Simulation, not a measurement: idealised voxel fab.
Name of the process module below: voxel ribs on slabs
Section cut is 290 nm wide and gridded with 5 nm square cells.
If you're reading a cross-section in this doc, picture square cells in a grid; it comes to you as bands, top ones listed first down to the bottom, and a band can be one or more rows of cells.
In this notation a band is specified by the heights of its top and bottom, in that order and in nm, after which its materials appear from left to right, each paired with its width in nm. The word "all across" attached to a single material means that material fills the band from edge to edge; the word "air" stands for empty space.
Heights are measured from 0, the level below which the as-received wafer is all one material; the lowest band has no bottom and continues downward, written as in "from 0 down".
Width: "30..40" (first number = top row, second number = bottom row, same change from row to row of cells).
"no change" -> step changed no cross-section cell.
"Enclosed voids" contains a list of empty spaces, each no smaller than 8 cells and without an open way to the top, written in the form width x height at distance with the distance from the left edge and all three in nm.
after a step's settings: what the simulator itself notes on the step
"overlay nm", when on a step's line for a step with a mask, measures how far to the right of its planned place the mask lay; a negative measure means to the left.
# Listed below are the process steps as planned
1: op RECEIVE | material Si
2: op DIRECTIONAL_DEP | material SiO2 | thk nm 30
3: op DIRECTIONAL_DEP | material polySi | thk nm 20
4: op DIRECTIONAL_DEP | material aC | thk nm 15
5: op PATTERN | tone cover | mask id RIB | material resist | width nm 25 | thk nm 30 | overlay nm 0
6: op DIRECTIONAL_ETCH | etch materials aC | depth nm 15
7: op STRIP | etch materials resist
8: op DIRECTIONAL_ETCH | etch materials polySi | depth nm 10
9: op STRIP | etch materials aC
10: op MASKED_ETCH | tone cover | mask id SLAB | width nm 65 | etch materials polySi | depth nm 10 | overlay nm 0
11: op FILL_DEP | material SiO2 | thk nm 30
12: op CMP | height nm 70
13: op DIRECTIONAL_DEP | material W | thk nm 10
14: op DIRECTIONAL_DEP | material aC | thk nm 15
15: op PATTERN | tone cover | mask id HEATER | material resist | width nm 35 | thk nm 35 | overlay nm 0
16: op DIRECTIONAL_ETCH | etch materials aC | depth nm 15
17: op STRIP | etch materials resist
18: op DIRECTIONAL_ETCH | etch materials W | depth nm 10
19: op STRIP | etch materials aC
20: op CONFORMAL_DEP | material SiO2 | thk nm 10
# This is the cross-section of the wafer as we received it, i.e. after step 1
from 0 down | Si all across
Enclosed voids: none
# Starting structure and process plan are as shown above, but one mistake was made in running the module; the wafer cross-section at the end of the module follows
from 90 to 80 | 120 nm air; 45 nm SiO2; 125 nm air
from 80 to 70 | 130 nm SiO2; 25 nm W; 135 nm SiO2
from 70 to 50 | SiO2 all across
from 50 to 40 | 130 nm SiO2; 25 nm polySi; 135 nm SiO2
from 40 to 30 | 110 nm SiO2; 65 nm polySi; 115 nm SiO2
from 30 to 0 | SiO2 all across
from 0 down | Si all across
Enclosed voids: none
What went wrong in running the wafer? step 15 deviated from plan and actually ran as op PATTERN | tone cover | mask id HEATER | material resist | width nm 25 | thk nm 35 | overlay nm 0
